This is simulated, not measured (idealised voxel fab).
process module | voxel spacer lines
cross-section cut | 240 nm wide | cells 5 nm
A cross-section is a grid of square cells, given in bands from the top down. A band is one or more rows of cells.
Each band's line starts with the height of the band's top and of its bottom, in nm. Then come its materials from left to right, each with its width in nm. One material with "throughout" fills the band from edge to edge. "air" is empty space.
Height 0 is the level under which the wafer as received is all one material. The lowest band goes on downwards, as in "0 down".
A width such as "30 to 40" changes by the same amount from each row of cells to the next, from the band's top row to its bottom row.
"no change" after a step means that no cell of the cross-section changed.
closed voids: empty space of 8 cells or more with no open way to the top, each as width x height at its distance from the left edge, in nm
after a step's settings: what the simulator itself notes on the step
overlay nm, on a step with a mask: how far to the right of its planned place the mask lay; to the left if negative
plan
1 op RECEIVE | material Si
2 op CONFORMAL_DEP | material Al2O3 | thk nm 5
3 op DIRECTIONAL_DEP | material polySi | thk nm 20
4 op DIRECTIONAL_DEP | material aC | thk nm 25
5 op PATTERN | tone cover | mask id MANDREL | material resist | width nm 15 | pitch nm 50 | thk nm 30 | overlay nm 0
6 op DIRECTIONAL_ETCH | etch materials aC | depth nm 25
7 op STRIP | etch materials resist
8 op CONFORMAL_DEP | material SiO2 | thk nm 10
9 op DIRECTIONAL_ETCH | etch materials SiO2 | depth nm 10
10 op STRIP | etch materials aC
11 op DIRECTIONAL_ETCH | etch materials polySi | depth nm 20
12 op STRIP | etch materials SiO2
13 op FILL_DEP | material SiO2 | thk nm 10
14 op CMP | height nm 25
as received, after step 1
  0 down: Si throughout
  closed voids: none
first wafer at the end, as planned
  25 to 5: SiO2 50 | polySi 10 | SiO2 15 | polySi 10 | SiO2 15 | polySi 10 | SiO2 15 | polySi 10 | SiO2 15 | polySi 10 | SiO2 15 | polySi 10 | SiO2 55
  5 to 0: Al2O3 throughout
  0 down: Si throughout
  closed voids: none
second wafer at the end: like start, like plan, one mistake
  25 to 5: aC throughout
  5 to 0: Al2O3 throughout
  0 down: Si throughout
  closed voids: none
what went wrong: steps 3 and 4 were swapped
at the end the second wafer has, in cells: 144 fewer of SiO2 | 192 more of aC | 48 fewer of polySi
